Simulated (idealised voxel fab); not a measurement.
You're looking at the process module voxel self aligned vias.
Cross-section cut spans 260 nm and uses square cells 5 nm in size.
Cross-section spec: square-cell grid; bands listed top down; each band is one or more rows. The entry gives the band's vertical extent as a top height and a bottom height in nm, then its horizontal make-up as materials from left to right, each with a width in nm. "air" stands for empty space; a single material marked "full width" fills the band edge to edge. It should be noted that heights are counted from 0, beneath which the wafer as supplied is of one material throughout, and that the lowest band possesses no lower boundary but continues downward, as written in "from 0 down". Width: "30->40" (first number = top row, second number = bottom row, same change from row to row of cells). Key: "stayed the same" - step with no changed cell in the cross-section. "Closed internal voids" means: voids of 8 cells or more that are shut off from the top with no open way through. Written width x height at distance, distance from the left edge, in nm. Read whatever lies past the settings on a step's line as the simulator's own remark about the step. The setting "overlay nm" may be written on the line of a step. When the step uses a mask, the value reports how far to the right of the planned place the mask lay, and a negative value reports that it lay to the left.
# The following list gives the planned process steps
1 RECEIVE [material Si]
2 CONFORMAL_DEP [material SiO2] [thk nm 10]
3 CONFORMAL_DEP [material SiCN] [thk nm 5]
4 DIRECTIONAL_DEP [material lowk] [thk nm 30]
5 DIRECTIONAL_DEP [material aC] [thk nm 15]
6 PATTERN [tone open] [mask id LINES] [material resist] [width nm 20] [pitch nm 60] [thk nm 30] [overlay nm 0]
7 DIRECTIONAL_ETCH [etch materials aC] [depth nm 15]
8 STRIP [etch materials resist]
9 DIRECTIONAL_ETCH [etch materials lowk] [depth nm 30]
10 STRIP [etch materials aC]
11 CONFORMAL_DEP [material TiN] [thk nm 5]
12 FILL_DEP [material Ru] [thk nm 5]
13 CMP [height nm 45]
14 SELECTIVE_ETCH [etch materials W Ru TiN] [depth nm 5]
15 FILL_DEP [material SiN] [thk nm 5]
16 CMP [height nm 45]
17 DIRECTIONAL_DEP [material lowk] [thk nm 20]
18 MASKED_ETCH [tone open] [mask id VIAS] [width nm 30] [pitch nm 60] [etch materials lowk] [depth nm 20] [overlay nm 0]
19 MASKED_ETCH [tone open] [mask id VIAS] [width nm 40] [pitch nm 60] [etch materials SiN] [depth nm 5] [overlay nm 0]
20 CONFORMAL_DEP [material TiN] [thk nm 5]
21 FILL_DEP [material W] [thk nm 5]
22 CMP [height nm 65]
23 CONFORMAL_DEP [material SiN] [thk nm 5]
Variable across wafers: step 18 width nm (plan value is that of the first wafer; starting state common to all).
# First of several wafers (as received, post step 1), cross-sectional view
  from 0 down  Si full width
  Closed internal voids: none
# Wafer rows, end of module: cells per material gained (+) or lost (-) since receipt; closed voids last
width nm 30; +16 Ru; +52 SiCN; +52 SiN; +104 SiO2; +52 TiN; +28 W; +424 lowk; Closed internal voids: none
width nm 35; +16 Ru; +52 SiCN; +52 SiN; +104 SiO2; +54 TiN; +34 W; +416 lowk; Closed internal voids: none
width nm 40; +16 Ru; +52 SiCN; +52 SiN; +104 SiO2; +56 TiN; +40 W; +408 lowk; Closed internal voids: none
width nm 45; +16 Ru; +52 SiCN; +52 SiN; +104 SiO2; +58 TiN; +46 W; +400 lowk; Closed internal voids: none
